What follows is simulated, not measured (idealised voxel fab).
The following process module bears the name voxel fin reveal.
In the cross-section labelled cut, the width is 155 nm and each square cell is 5 nm.
This document writes a cross-section as a grid whose cells are square, and gives it as bands, listed from the top down; one or more rows of cells form a band.
Quick guide to a band line: top height, bottom height (nm) up front; then every material left to right with its width in nm. Only one material and it's marked "everywhere"? Then it fills the band edge to edge. And "blank" just means empty space.
Height 0 is the level under which the wafer as received is all one material. The lowest band goes on downwards, as in "0 and below".
Graded width ("30..40"): value in top row of band = first number; value in bottom row = second number; row-to-row change constant.
Any step labelled "same as before" changed none of the cells in the cross-section.
So "closed voids" is basically the list of trapped voids: any empty space of 8 cells or more that can't reach the top through an opening. They're written width x height at distance, the distance being from the left edge, and it's all nm.
Heads up: the bit after the settings on a step's line is the simulator's remark on that step.
The setting "overlay nm" may be written on the line of a step. When the step uses a mask, the value reports how far to the right of the planned place the mask lay, and a negative value reports that it lay to the left.
## Set out below are the planned steps of the process
1,RECEIVE [material Si]
2,CONFORMAL_DEP [material SiN] [thk nm 10]
3,MASKED_ETCH [tone cover] [mask id FINS] [width nm 15] [pitch nm 35] [etch materials SiN] [depth nm 10] [overlay nm 0]
4,MASKED_ETCH [tone cover] [mask id FINS] [width nm 15] [pitch nm 35] [etch materials Si] [depth nm 30] [overlay nm 0]
5,OXIDIZE [depth nm 5]
6,FILL_DEP [material SiO2] [thk nm 15]
7,CMP [height nm 10]
8,SELECTIVE_ETCH [etch materials SiO2] [depth nm 25]
9,STRIP [etch materials SiN]
## Incoming wafer, cross-sectional view, post step 1
	0 and below: Si everywhere
	closed voids: none
## What the wafer looks like in cross-section after this module, when it starts as shown above and follows the plan above but one mistake is made in running it
	0 down to -15: 40 blank, 10 Si, 25 blank, 10 Si, 25 blank, 10 Si, 35 blank
	-15 down to -35: 40 SiO2, 10 Si, 25 SiO2, 10 Si, 25 SiO2, 10 Si, 35 SiO2
	-35 and below: Si everywhere
	closed voids: none
Nonconformance to the process plan: off-plan run, step 3, actual operation and settings MASKED_ETCH [tone cover] [mask id FINS] [width nm 20] [pitch nm 35] [etch materials SiN] [depth nm 10] [overlay nm 0]
